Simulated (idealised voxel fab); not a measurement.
process module | voxel transistor to metal
cross-section cut | 180 nm wide | cells 5 nm
A cross-section is a grid of square cells, given in bands from the top down. A band is one or more rows of cells.
Each band's line starts with the height of the band's top and of its bottom, in nm. Then come its materials from left to right, each with its width in nm. One material with "throughout" fills the band from edge to edge. "air" is empty space.
Height 0 is the level under which the wafer as received is all one material. The lowest band goes on downwards, as in "0 down".
A width such as "30 to 40" changes by the same amount from each row of cells to the next, from the band's top row to its bottom row.
"no change" after a step means that no cell of the cross-section changed.
closed voids: empty space of 8 cells or more with no open way to the top, each as width x height at its distance from the left edge, in nm
after a step's settings: what the simulator itself notes on the step
overlay nm, on a step with a mask: how far to the right of its planned place the mask lay; to the left if negative
plan
1 op RECEIVE | material Si
2 op OXIDIZE | depth nm 5
3 op CONFORMAL_DEP | material SiN | thk nm 15
4 op DIRECTIONAL_DEP | material aC | thk nm 10
5 op PATTERN | tone cover | mask id ACTIVE | material resist | width nm 110 | thk nm 30 | overlay nm 0
6 op DIRECTIONAL_ETCH | etch materials aC | depth nm 10
7 op STRIP | etch materials resist
8 op DIRECTIONAL_ETCH | etch materials SiN | depth nm 15
9 op DIRECTIONAL_ETCH | etch materials SiO2 | depth nm 5
10 op DIRECTIONAL_ETCH | etch materials Si | depth nm 30
11 op STRIP | etch materials aC
12 op FILL_DEP | material SiO2 | thk nm 5
13 op CMP | height nm 15
14 op SELECTIVE_ETCH | etch materials SiO2 | depth nm 10
15 op STRIP | etch materials SiN
16 op SELECTIVE_ETCH | etch materials SiO2 | depth nm 5
17 op OXIDIZE | depth nm 5
18 op DIRECTIONAL_DEP | material polySi | thk nm 20
19 op DIRECTIONAL_DEP | material SiCN | thk nm 15
20 op PATTERN | tone cover | mask id GATE | material resist | width nm 30 | thk nm 15 | overlay nm 0
21 op DIRECTIONAL_ETCH | etch materials SiCN | depth nm 25
22 op DIRECTIONAL_ETCH | etch materials polySi | depth nm 30
23 op STRIP | etch materials resist
24 op CONFORMAL_DEP | material SiO2 | thk nm 5
25 op DIRECTIONAL_ETCH | etch materials SiO2 | depth nm 5
26 op CONFORMAL_DEP | material SiN | thk nm 5
27 op DIRECTIONAL_ETCH | etch materials SiN | depth nm 5
28 op DIRECTIONAL_ETCH | etch materials SiO2 | depth nm 5
29 op EPI | material nSi | thk nm 5
30 op FILL_DEP | material SiO2 | thk nm 10
31 op CMP | height nm 15
32 op STRIP | etch materials polySi
33 op SELECTIVE_ETCH | etch materials SiO2 | depth nm 5
34 op CONFORMAL_DEP | material HfO2 | thk nm 5
35 op CONFORMAL_DEP | material TiN | thk nm 5
36 op FILL_DEP | material W | thk nm 10
37 op CMP | height nm 10
38 op DIRECTIONAL_DEP | material SiO2 | thk nm 10
39 op PATTERN | tone open | mask id CONTACT | material resist | width nm 20 | pitch nm 80 | thk nm 15 | overlay nm 0
40 op DIRECTIONAL_ETCH | etch materials SiO2 | depth nm 25
41 op STRIP | etch materials resist
42 op CONFORMAL_DEP | material TiN | thk nm 5
43 op FILL_DEP | material W | thk nm 10
44 op CMP | height nm 20
45 op DIRECTIONAL_DEP | material TiN | thk nm 5
46 op DIRECTIONAL_DEP | material W | thk nm 20
47 op DIRECTIONAL_DEP | material aC | thk nm 10
48 op PATTERN | tone cover | mask id METAL_1 | material resist | width nm 20 | pitch nm 80 | thk nm 25 | overlay nm 0
49 op DIRECTIONAL_ETCH | etch materials aC | depth nm 10
50 op STRIP | etch materials resist
51 op DIRECTIONAL_ETCH | etch materials W | depth nm 20
52 op DIRECTIONAL_ETCH | etch materials TiN | depth nm 5
53 op STRIP | etch materials aC
54 op FILL_DEP | material SiO2 | thk nm 10
55 op CMP | height nm 45
56 op CONFORMAL_DEP | material SiCN | thk nm 5
57 op DIRECTIONAL_DEP | material lowk | thk nm 35
58 op MASKED_ETCH | tone open | mask id METAL_2 | width nm 20 | pitch nm 80 | etch materials lowk | depth nm 20 | overlay nm 0
59 op PATTERN | tone open | mask id METAL_2_HOLES | material resist | width nm 15 | pitch nm 80 | thk nm 20 | overlay nm 0
60 op DIRECTIONAL_ETCH | etch materials lowk | depth nm 15
61 op DIRECTIONAL_ETCH | etch materials SiCN | depth nm 5
62 op STRIP | etch materials resist
63 op CONFORMAL_DEP | material TiN | thk nm 5
64 op FILL_DEP | material Cu | thk nm 5
65 op CMP | height nm 85
66 op CONFORMAL_DEP | material SiCN | thk nm 5
varied across the wafers: width nm of step 59. The plan shows the first wafer's value. All wafers start alike
first wafer as received, after step 1
  0 down: Si throughout
  closed voids: none
first wafer at the end, after step 66
  90 to 85: SiCN throughout
  85 to 70: lowk 40 | TiN 5 | Cu 10 | TiN 5 | lowk 60 | TiN 5 | Cu 10 | TiN 5 | lowk 40
  70 to 65: lowk 40 | TiN 5 | Cu 5 | TiN 10 | lowk 60 | TiN 5 | Cu 5 | TiN 10 | lowk 40
  65 to 50: lowk 40 | TiN 5 | Cu 5 | TiN 5 | lowk 65 | TiN 5 | Cu 5 | TiN 5 | lowk 45
  50 to 45: SiCN 40 | TiN 15 | SiCN 65 | TiN 15 | SiCN 45
  45 to 25: SiO2 40 | W 20 | SiO2 60 | W 20 | SiO2 40
  25 to 20: SiO2 40 | TiN 20 | SiO2 60 | TiN 20 | SiO2 40
  20 to 10: SiO2 40 | TiN 5 | W 10 | TiN 5 | SiO2 60 | TiN 5 | W 10 | TiN 5 | SiO2 40
  10 to 0: SiO2 40 | TiN 5 | W 10 | TiN 5 | SiO2 5 | SiN 5 | HfO2 5 | TiN 5 | W 20 | TiN 5 | HfO2 5 | SiN 5 | SiO2 5 | TiN 5 | W 10 | TiN 5 | SiO2 40
  0 to -5: SiO2 35 | SiN 5 | TiN 20 | SiO2 5 | SiN 5 | HfO2 5 | TiN 30 | HfO2 5 | SiN 5 | SiO2 5 | TiN 20 | SiN 5 | SiO2 35
  -5 to -10: SiO2 40 | nSi 25 | SiO2 5 | HfO2 40 | SiO2 5 | nSi 25 | SiO2 40
  -10 to -35: SiO2 35 | Si 110 | SiO2 35
  -35 down: Si throughout
  closed voids: none
last wafer at the end
  90 to 85: SiCN throughout
  85 to 75: lowk 35 | TiN 5 | Cu 20 | TiN 5 | lowk 50 | TiN 5 | Cu 20 | TiN 5 | lowk 35
  75 to 70: lowk 35 | TiN 10 | Cu 10 | TiN 10 | lowk 50 | TiN 10 | Cu 10 | TiN 10 | lowk 35
  70 to 50: lowk 40 | TiN 5 | Cu 10 | TiN 5 | lowk 60 | TiN 5 | Cu 10 | TiN 5 | lowk 40
  50 to 45: SiCN 40 | TiN 20 | SiCN 60 | TiN 20 | SiCN 40
  45 to 25: SiO2 40 | W 20 | SiO2 60 | W 20 | SiO2 40
  25 to 20: SiO2 40 | TiN 20 | SiO2 60 | TiN 20 | SiO2 40
  20 to 10: SiO2 40 | TiN 5 | W 10 | TiN 5 | SiO2 60 | TiN 5 | W 10 | TiN 5 | SiO2 40
  10 to 0: SiO2 40 | TiN 5 | W 10 | TiN 5 | SiO2 5 | SiN 5 | HfO2 5 | TiN 5 | W 20 | TiN 5 | HfO2 5 | SiN 5 | SiO2 5 | TiN 5 | W 10 | TiN 5 | SiO2 40
  0 to -5: SiO2 35 | SiN 5 | TiN 20 | SiO2 5 | SiN 5 | HfO2 5 | TiN 30 | HfO2 5 | SiN 5 | SiO2 5 | TiN 20 | SiN 5 | SiO2 35
  -5 to -10: SiO2 40 | nSi 25 | SiO2 5 | HfO2 40 | SiO2 5 | nSi 25 | SiO2 40
  -10 to -35: SiO2 35 | Si 110 | SiO2 35
  -35 down: Si throughout
  closed voids: none
each wafer at the end: cells of each material gained (+) or lost (-) since it was received, then its closed voids
width nm 15 | +20 Cu | +14 HfO2 | -142 Si | +66 SiCN | +8 SiN | +336 SiO2 | +78 TiN | +56 W | +202 lowk | +10 nSi | closed voids: none
width nm 20 | +28 Cu | +14 HfO2 | -142 Si | +64 SiCN | +8 SiN | +336 SiO2 | +78 TiN | +56 W | +196 lowk | +10 nSi | closed voids: none
width nm 25 | +32 Cu | +14 HfO2 | -142 Si | +64 SiCN | +8 SiN | +336 SiO2 | +80 TiN | +56 W | +190 lowk | +10 nSi | closed voids: none
width nm 30 | +36 Cu | +14 HfO2 | -142 Si | +64 SiCN | +8 SiN | +336 SiO2 | +82 TiN | +56 W | +184 lowk | +10 nSi | closed voids: none
